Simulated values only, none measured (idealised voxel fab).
The process module that follows is named voxel released beams.
Displayed cross-section: cut, width of 280 nm, square cells sized 5 nm.
Heads up, the way a cross-section reads in here is a grid of square cells, handed over as bands from the top down, with every band being one or more rows of cells.
Band: top height; bottom height; in nm. Then, left to right: material with width in nm, for each material. "everywhere": a single material spanning edge to edge. "blank": empty space.
Height reference: 0 = level under which incoming wafer is all one material. Lowest band: no bottom, runs on downward, e.g. "top 0, no bottom".
A width given as "30..40" starts at the first number in the band's top row and ends at the second number in its bottom row, shifting by an equal amount at every step from row to row.
A step reported as "no alterations made" is a step in which no cell of the cross-section changed.
"Closed internal cavities" - sealed voids, min. 8 cells, no opening to top; format: width x height at distance (distance from left edge; nm throughout).
What comes after the settings on a step's line is commentary from the simulator itself on that step.
overlay nm: where the mask lay relative to plan, measured to the right, on steps with a mask; negatives go left.
THE PLANNED PROCESS STEPS ARE ENUMERATED HEREUNDER
1,RECEIVE, material Si
2,CONFORMAL_DEP, material SiN, thk nm 5
3,DIRECTIONAL_DEP, material SiO2, thk nm 20
4,PATTERN, tone open, mask id ANCHOR, material resist, width nm 30, thk nm 15, overlay nm 0
5,DIRECTIONAL_ETCH, etch materials SiO2, depth nm 20
6,STRIP, etch materials resist
7,CONFORMAL_DEP, material TiN, thk nm 10
8,DIRECTIONAL_DEP, material aC, thk nm 10
9,PATTERN, tone cover, mask id BEAM, material resist, width nm 105, thk nm 30, overlay nm 0
10,DIRECTIONAL_ETCH, etch materials aC, depth nm 10
11,STRIP, etch materials resist
12,DIRECTIONAL_ETCH, etch materials TiN, depth nm 10
13,STRIP, etch materials aC
14,STRIP, etch materials SiO2
FIRST OUT OF TWO WAFERS; RUN WENT TO PLAN
SHOWN IN CROSS-SECTION IS THE WAFER AS RECEIVED, THAT IS, AS IT STANDS AFTER STEP 1
- top 0, no bottom: Si everywhere
- Closed internal cavities: none
SECTIONAL VIEW: WAFER, AFTER STEP 2
- top 5, bottom 0: SiN everywhere
- Nothing below the height 0 has changed.
SECTIONAL VIEW: WAFER, AFTER STEP 3
- top 25, bottom 5: SiO2 everywhere
- Nothing below the height 5 has changed.
SECTIONAL VIEW: WAFER, AFTER STEP 4
- top 40, bottom 25: 90 resist, 30 blank, 160 resist
- Nothing below the height 25 has changed.
SECTIONAL VIEW: WAFER, AFTER STEP 5
- top 40, bottom 25: 90 resist, 30 blank, 160 resist
- top 25, bottom 5: 90 SiO2, 30 blank, 160 SiO2
- Nothing below the height 5 has changed.
SECTIONAL VIEW: WAFER, AFTER STEP 6
- top 25, bottom 5: 90 SiO2, 30 blank, 160 SiO2
- Nothing below the height 5 has changed.
SECTIONAL VIEW: WAFER, AFTER STEP 7
- top 35, bottom 25: 100 TiN, 10 blank, 170 TiN
- top 25, bottom 15: 90 SiO2, 10 TiN, 10 blank, 10 TiN, 160 SiO2
- top 15, bottom 5: 90 SiO2, 30 TiN, 160 SiO2
- Nothing below the height 5 has changed.
SECTIONAL VIEW: WAFER, AFTER STEP 8
- top 45, bottom 35: 100 aC, 10 blank, 170 aC
- top 35, bottom 25: 100 TiN, 10 blank, 170 TiN
- top 25, bottom 15: 90 SiO2, 10 TiN, 10 aC, 10 TiN, 160 SiO2
- Nothing below the height 15 has changed.
SECTIONAL VIEW: WAFER, AFTER STEP 9
- top 75, bottom 45: 85 blank, 105 resist, 90 blank
- top 45, bottom 35: 100 aC, 10 resist, 170 aC
- top 35, bottom 25: 100 TiN, 10 resist, 170 TiN
- Nothing below the height 25 has changed.
SECTIONAL VIEW: WAFER, AFTER STEP 10
- top 65, bottom 45: 85 blank, 105 resist, 90 blank
- top 45, bottom 35: 85 blank, 15 aC, 10 resist, 80 aC, 90 blank
- Nothing below the height 35 has changed.
SECTIONAL VIEW: WAFER, AFTER STEP 11
- top 45, bottom 35: 85 blank, 15 aC, 10 blank, 80 aC, 90 blank
- top 35, bottom 25: 100 TiN, 10 blank, 170 TiN
- Nothing below the height 25 has changed.
SECTIONAL VIEW: WAFER, AFTER STEP 12
- top 45, bottom 35: 85 blank, 15 aC, 10 blank, 80 aC, 90 blank
- top 35, bottom 25: 85 blank, 15 TiN, 10 blank, 80 TiN, 90 blank
- Nothing below the height 25 has changed.
SECTIONAL VIEW: WAFER, AFTER STEP 13
- top 35, bottom 25: 85 blank, 15 TiN, 10 blank, 80 TiN, 90 blank
- top 25, bottom 15: 90 SiO2, 10 TiN, 10 blank, 10 TiN, 160 SiO2
- Nothing below the height 15 has changed.
SECTIONAL VIEW: WAFER, AFTER STEP 14
- top 35, bottom 25: 85 blank, 15 TiN, 10 blank, 80 TiN, 90 blank
- top 25, bottom 15: 90 blank, 10 TiN, 10 blank, 10 TiN, 160 blank
- top 15, bottom 5: 90 blank, 30 TiN, 160 blank
- Nothing below the height 5 has changed.
THE REMAINING WAFER, SECOND OF THE TWO, STARTED LIKE THE FIRST AND WAS RUN TO THE SAME PLAN, EXCEPT THAT ONE MISTAKE WAS MADE ALONG THE WAY; THE TWO COINCIDE THROUGH STEP 3, INCLUSIVE
X-SECTION, SECOND WAFER, WHEN STEP 4 WAS DUE TO FINISH
- top 40, bottom 25: 100 resist, 30 blank, 150 resist
- Nothing below the height 25 has changed.
X-SECTION, SECOND WAFER, WHEN STEP 5 WAS DUE TO FINISH
- top 40, bottom 25: 100 resist, 30 blank, 150 resist
- top 25, bottom 5: 100 SiO2, 30 blank, 150 SiO2
- Nothing below the height 5 has changed.
X-SECTION, SECOND WAFER, WHEN STEP 6 WAS DUE TO FINISH
- top 25, bottom 5: 100 SiO2, 30 blank, 150 SiO2
- Nothing below the height 5 has changed.
X-SECTION, SECOND WAFER, WHEN STEP 7 WAS DUE TO FINISH
- top 35, bottom 25: 110 TiN, 10 blank, 160 TiN
- top 25, bottom 15: 100 SiO2, 10 TiN, 10 blank, 10 TiN, 150 SiO2
- top 15, bottom 5: 100 SiO2, 30 TiN, 150 SiO2
- Nothing below the height 5 has changed.
X-SECTION, SECOND WAFER, WHEN STEP 8 WAS DUE TO FINISH
- top 45, bottom 35: 110 aC, 10 blank, 160 aC
- top 35, bottom 25: 110 TiN, 10 blank, 160 TiN
- top 25, bottom 15: 100 SiO2, 10 TiN, 10 aC, 10 TiN, 150 SiO2
- Nothing below the height 15 has changed.
X-SECTION, SECOND WAFER, WHEN STEP 9 WAS DUE TO FINISH
- top 75, bottom 45: 85 blank, 105 resist, 90 blank
- top 45, bottom 35: 110 aC, 10 resist, 160 aC
- top 35, bottom 25: 110 TiN, 10 resist, 160 TiN
- Nothing below the height 25 has changed.
X-SECTION, SECOND WAFER, WHEN STEP 10 WAS DUE TO FINISH
- top 65, bottom 45: 85 blank, 105 resist, 90 blank
- top 45, bottom 35: 85 blank, 25 aC, 10 resist, 70 aC, 90 blank
- Nothing below the height 35 has changed.
X-SECTION, SECOND WAFER, WHEN STEP 11 WAS DUE TO FINISH
- top 45, bottom 35: 85 blank, 25 aC, 10 blank, 70 aC, 90 blank
- top 35, bottom 25: 110 TiN, 10 blank, 160 TiN
- Nothing below the height 25 has changed.
X-SECTION, SECOND WAFER, WHEN STEP 12 WAS DUE TO FINISH
- top 45, bottom 35: 85 blank, 25 aC, 10 blank, 70 aC, 90 blank
- top 35, bottom 25: 85 blank, 25 TiN, 10 blank, 70 TiN, 90 blank
- Nothing below the height 25 has changed.
X-SECTION, SECOND WAFER, WHEN STEP 13 WAS DUE TO FINISH
- top 35, bottom 25: 85 blank, 25 TiN, 10 blank, 70 TiN, 90 blank
- top 25, bottom 15: 100 SiO2, 10 TiN, 10 blank, 10 TiN, 150 SiO2
- Nothing below the height 15 has changed.
X-SECTION, SECOND WAFER, WHEN STEP 14 WAS DUE TO FINISH
- top 35, bottom 25: 85 blank, 25 TiN, 10 blank, 70 TiN, 90 blank
- top 25, bottom 15: 100 blank, 10 TiN, 10 blank, 10 TiN, 150 blank
- top 15, bottom 5: 100 blank, 30 TiN, 150 blank
- Nothing below the height 5 has changed.
Want to know what went wrong? step 4 went in with a setting other than planned; the actual run was PATTERN, tone open, mask id ANCHOR, material resist, width nm 30, thk nm 15, overlay nm 10
At the end, each material covers as many cells on the second wafer as it does on the first, though the cells it covers are elsewhere.
